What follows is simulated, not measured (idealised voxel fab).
The document below concerns the process module designated voxel tone inversion.
Xsec cut, 215 nm wide, square cell size 5 nm.
When this document writes out a cross-section, it uses a grid of square cells and lists it as bands, beginning at the top and moving down, with a band standing for one or more rows of cells.
Band entry format. Leading values: height of top, height of bottom, nm. Remainder: materials in left-to-right order, each with its width in nm. Special words: "all across" on a single material, which then fills the band edge to edge; "empty", empty space.
Heights are reckoned from 0. Under this level, the received wafer is all of one material. The bottommost band is open-ended downward, for example "top 0, no bottom".
Width "30->40": first value at the band's top row of cells, second value at its bottom row, equal change from row to row.
Basically "left unchanged" means that step didn't change any cell in the cross-section.
Any empty space of 8 cells or more lacking an open way to the top shows up in "Closed internal voids" as width x height at distance, distance from the left edge, in nm.
The remark found on a step's line after its settings is issued by the simulator itself and pertains to that step.
overlay nm: on a step with a mask, how far right of its planned place the mask lay; negative means left.

-- These are the steps we planned for the process
1,RECEIVE with material Si
2,CONFORMAL_DEP with material SiCN, thk nm 5
3,DIRECTIONAL_DEP with material polySi, thk nm 25
4,PATTERN with tone cover, mask id POSTS, material resist, width nm 20, pitch nm 45, thk nm 35, overlay nm 0
5,DIRECTIONAL_ETCH with etch materials polySi, depth nm 25
6,STRIP with etch materials resist
7,FILL_DEP with material SiO2, thk nm 10
8,CMP with height nm 30
9,STRIP with etch materials polySi

-- Incoming wafer, cross-sectional view, post step 1
> top 0, no bottom  Si all across
> Closed internal voids: none

-- Cross-section, first of two wafers, end of module, run as planned
> top 30, bottom 5  SiO2 75 nm; empty 20 nm; SiO2 25 nm; empty 20 nm; SiO2 75 nm
> top 5, bottom 0  SiCN all across
> top 0, no bottom  Si all across
> Closed internal voids: none

-- Here is the second of the two wafers cut open at the end of the module - same start, same plan as the first one, but we made one mistake running it
> top 30, bottom 5  SiO2 70 nm; empty 20 nm; SiO2 25 nm; empty 20 nm; SiO2 80 nm
> top 5, bottom 0  SiCN all across
> top 0, no bottom  Si all across
> Closed internal voids: none
Misprocessing identified: step 4 ran with different settings than intended, the actual operation and settings being PATTERN with tone cover, mask id POSTS, material resist, width nm 20, pitch nm 45, thk nm 35, overlay nm -5
So at the finish, the second wafer's got exactly as many cells of each material as the first, just not in the same spots.
